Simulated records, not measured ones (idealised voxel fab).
process module | voxel quadruple lines
cross-section cut | 185 nm wide | cells 5 nm
A cross-section is a grid of square cells, given in bands from the top down. A band is one or more rows of cells.
Each band's line starts with the height of the band's top and of its bottom, in nm. Then come its materials from left to right, each with its width in nm. One material with "throughout" fills the band from edge to edge. "air" is empty space.
Height 0 is the level under which the wafer as received is all one material. The lowest band goes on downwards, as in "0 down".
A width such as "30 to 40" changes by the same amount from each row of cells to the next, from the band's top row to its bottom row.
"no change" after a step means that no cell of the cross-section changed.
closed voids: empty space of 8 cells or more with no open way to the top, each as width x height at its distance from the left edge, in nm
after a step's settings: what the simulator itself notes on the step
overlay nm, on a step with a mask: how far to the right of its planned place the mask lay; to the left if negative
plan
1 op RECEIVE | material Si
2 op CONFORMAL_DEP | material SiO2 | thk nm 5
3 op DIRECTIONAL_DEP | material W | thk nm 10
4 op DIRECTIONAL_DEP | material polySi | thk nm 20
5 op DIRECTIONAL_DEP | material aC | thk nm 25
6 op PATTERN | tone cover | mask id MANDREL | material resist | width nm 35 | thk nm 35 | overlay nm 0
7 op DIRECTIONAL_ETCH | etch materials aC | depth nm 25
8 op STRIP | etch materials resist
9 op CONFORMAL_DEP | material SiO2 | thk nm 15
10 op DIRECTIONAL_ETCH | etch materials SiO2 | depth nm 15
11 op STRIP | etch materials aC
12 op DIRECTIONAL_ETCH | etch materials polySi | depth nm 20
13 op STRIP | etch materials SiO2
14 op CONFORMAL_DEP | material SiN | thk nm 10
15 op DIRECTIONAL_ETCH | etch materials SiN | depth nm 10
16 op STRIP | etch materials polySi
17 op DIRECTIONAL_ETCH | etch materials W | depth nm 10
18 op STRIP | etch materials SiN
19 op FILL_DEP | material SiO2 | thk nm 5
20 op CMP | height nm 15
as received, after step 1
  0 down: Si throughout
  closed voids: none
first wafer at the end, as planned
  15 to 5: SiO2 50 | W 10 | SiO2 15 | W 10 | SiO2 15 | W 10 | SiO2 15 | W 10 | SiO2 50
  5 to 0: SiO2 throughout
  0 down: Si throughout
  closed voids: none
second wafer at the end: like start, like plan, one mistake
  15 to 10: SiO2 throughout
  10 to 0: SiO2 50 | W 10 | SiO2 15 | W 10 | SiO2 15 | W 10 | SiO2 15 | W 10 | SiO2 50
  0 down: Si throughout
  closed voids: none
what went wrong: step 2 was left out
at the end the second wafer has, in cells: as many of each material as the first, in other places
